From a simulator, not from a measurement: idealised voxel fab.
Module name: voxel tone inversion (process module)
In the cross-section labelled cut, the width is 190 nm and each square cell is 5 nm.
Reading order for cross-sections: top band down to bottom band. Underlying form: a grid of square cells. Band size: one or more rows of cells. In this notation a band is specified by the heights of its top and bottom, in that order and in nm, after which its materials appear from left to right, each paired with its width in nm. The word "edge to edge" attached to a single material means that material fills the band from edge to edge; the word "blank" stands for empty space. Basically, 0 is our baseline, since under it the wafer straight out of the box is all one material. The bottom band has no lower end and keeps on going down, so it looks like "z 0 and below". Top row gets the first number, bottom row gets the second, and each row in between changes by the same step: that is how a band width like "30->40" works. "no alteration" for a step: no cell of the cross-section changed in that step. Any empty space of 8 cells or more lacking an open way to the top shows up in "Enclosed empty spaces" as width x height at distance, distance from the left edge, in nm. That trailing text on a step's line, after the settings, is the simulator's own remark on the step. "overlay nm" on a masked step: distance the mask lay right of its planned place, negative for left.
So here's the lineup of process steps we planned:
step 1: RECEIVE with material Si
step 2: CONFORMAL_DEP with material SiN, thk nm 10
step 3: DIRECTIONAL_DEP with material polySi, thk nm 15
step 4: PATTERN with tone cover, mask id POSTS, material resist, width nm 25, pitch nm 45, thk nm 25, overlay nm 0
step 5: DIRECTIONAL_ETCH with etch materials polySi, depth nm 15
step 6: STRIP with etch materials resist
step 7: FILL_DEP with material SiO2, thk nm 5
step 8: CMP with height nm 25
step 9: STRIP with etch materials polySi
Cross-section, incoming material, after step 1:
- z 0 and below: Si edge to edge
- Enclosed empty spaces: none
Here's the wafer cut in cross-section after the module, started and planned just like above, except one thing was done wrong in the run:
- z 25 to 10: SiN 15 nm, blank 25 nm, SiN 20 nm, blank 25 nm, SiN 20 nm, blank 25 nm, SiN 20 nm, blank 25 nm, SiN 15 nm
- z 10 to 0: SiN edge to edge
- z 0 and below: Si edge to edge
- Enclosed empty spaces: none
Deviation from plan: step 7 was processed under conditions differing from the plan, specifically as FILL_DEP with material SiN, thk nm 5
